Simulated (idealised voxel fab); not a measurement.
process module | voxel tone inversion
cross-section cut | 240 nm wide | cells 5 nm
A cross-section is a grid of square cells, given in bands from the top down. A band is one or more rows of cells.
Each band's line starts with the height of the band's top and of its bottom, in nm. Then come its materials from left to right, each with its width in nm. One material with "throughout" fills the band from edge to edge. "air" is empty space.
Height 0 is the level under which the wafer as received is all one material. The lowest band goes on downwards, as in "0 down".
A width such as "30 to 40" changes by the same amount from each row of cells to the next, from the band's top row to its bottom row.
"no change" after a step means that no cell of the cross-section changed.
closed voids: empty space of 8 cells or more with no open way to the top, each as width x height at its distance from the left edge, in nm
after a step's settings: what the simulator itself notes on the step
overlay nm, on a step with a mask: how far to the right of its planned place the mask lay; to the left if negative
plan
1 op RECEIVE | material Si
2 op CONFORMAL_DEP | material SiN | thk nm 10
3 op DIRECTIONAL_DEP | material aC | thk nm 15
4 op PATTERN | tone cover | mask id POSTS | material resist | width nm 25 | pitch nm 40 | thk nm 25 | overlay nm 0
5 op DIRECTIONAL_ETCH | etch materials aC | depth nm 15
6 op STRIP | etch materials resist
7 op FILL_DEP | material lowk | thk nm 5
8 op CMP | height nm 25
9 op STRIP | etch materials aC
10 op CONFORMAL_DEP | material TiN | thk nm 5
11 op FILL_DEP | material Cu | thk nm 5
12 op CMP | height nm 25
13 op CONFORMAL_DEP | material SiN | thk nm 5
first wafer, as planned
as received, after step 1
  0 down: Si throughout
  closed voids: none
after step 2
  10 to 0: SiN throughout
  below 0: unchanged
after step 3
  25 to 10: aC throughout
  below 10: unchanged
after step 4
  50 to 25: air 65 | resist 25 | air 15 | resist 25 | air 15 | resist 25 | air 70
  below 25: unchanged
after step 5
  35 to 25: air 65 | resist 25 | air 15 | resist 25 | air 15 | resist 25 | air 70
  25 to 10: air 65 | aC 25 | air 15 | aC 25 | air 15 | aC 25 | air 70
  below 10: unchanged
after step 6
  25 to 10: air 65 | aC 25 | air 15 | aC 25 | air 15 | aC 25 | air 70
  below 10: unchanged
after step 7
  30 to 25: lowk throughout
  25 to 10: lowk 65 | aC 25 | lowk 15 | aC 25 | lowk 15 | aC 25 | lowk 70
  below 10: unchanged
after step 8
  25 to 10: lowk 65 | aC 25 | lowk 15 | aC 25 | lowk 15 | aC 25 | lowk 70
  below 10: unchanged
after step 9
  25 to 10: lowk 65 | air 25 | lowk 15 | air 25 | lowk 15 | air 25 | lowk 70
  below 10: unchanged
after step 10
  30 to 25: TiN 70 | air 15 | TiN 25 | air 15 | TiN 25 | air 15 | TiN 75
  25 to 15: lowk 65 | TiN 5 | air 15 | TiN 5 | lowk 15 | TiN 5 | air 15 | TiN 5 | lowk 15 | TiN 5 | air 15 | TiN 5 | lowk 70
  15 to 10: lowk 65 | TiN 25 | lowk 15 | TiN 25 | lowk 15 | TiN 25 | lowk 70
  below 10: unchanged
after step 11
  35 to 30: Cu throughout
  30 to 25: TiN 70 | Cu 15 | TiN 25 | Cu 15 | TiN 25 | Cu 15 | TiN 75
  25 to 15: lowk 65 | TiN 5 | Cu 15 | TiN 5 | lowk 15 | TiN 5 | Cu 15 | TiN 5 | lowk 15 | TiN 5 | Cu 15 | TiN 5 | lowk 70
  below 15: unchanged
after step 12
  25 to 15: lowk 65 | TiN 5 | Cu 15 | TiN 5 | lowk 15 | TiN 5 | Cu 15 | TiN 5 | lowk 15 | TiN 5 | Cu 15 | TiN 5 | lowk 70
  below 15: unchanged
after step 13
  30 to 25: SiN throughout
  below 25: unchanged
second wafer: like start, like plan, one mistake. Through step 6 it matches the first wafer
when step 7 should have ended
  35 to 25: lowk throughout
  25 to 10: lowk 65 | aC 25 | lowk 15 | aC 25 | lowk 15 | aC 25 | lowk 70
  below 10: unchanged
when step 8 should have ended
  25 to 10: lowk 65 | aC 25 | lowk 15 | aC 25 | lowk 15 | aC 25 | lowk 70
  below 10: unchanged
when step 9 should have ended
  25 to 10: lowk 65 | air 25 | lowk 15 | air 25 | lowk 15 | air 25 | lowk 70
  below 10: unchanged
when step 10 should have ended
  30 to 25: TiN 70 | air 15 | TiN 25 | air 15 | TiN 25 | air 15 | TiN 75
  25 to 15: lowk 65 | TiN 5 | air 15 | TiN 5 | lowk 15 | TiN 5 | air 15 | TiN 5 | lowk 15 | TiN 5 | air 15 | TiN 5 | lowk 70
  15 to 10: lowk 65 | TiN 25 | lowk 15 | TiN 25 | lowk 15 | TiN 25 | lowk 70
  below 10: unchanged
when step 11 should have ended
  35 to 30: Cu throughout
  30 to 25: TiN 70 | Cu 15 | TiN 25 | Cu 15 | TiN 25 | Cu 15 | TiN 75
  25 to 15: lowk 65 | TiN 5 | Cu 15 | TiN 5 | lowk 15 | TiN 5 | Cu 15 | TiN 5 | lowk 15 | TiN 5 | Cu 15 | TiN 5 | lowk 70
  below 15: unchanged
when step 12 should have ended
  25 to 15: lowk 65 | TiN 5 | Cu 15 | TiN 5 | lowk 15 | TiN 5 | Cu 15 | TiN 5 | lowk 15 | TiN 5 | Cu 15 | TiN 5 | lowk 70
  below 15: unchanged
when step 13 should have ended
  30 to 25: SiN throughout
  below 25: unchanged
what went wrong: step 7 was run twice
at the end the two cross-sections are the same: no effect in what this model computes
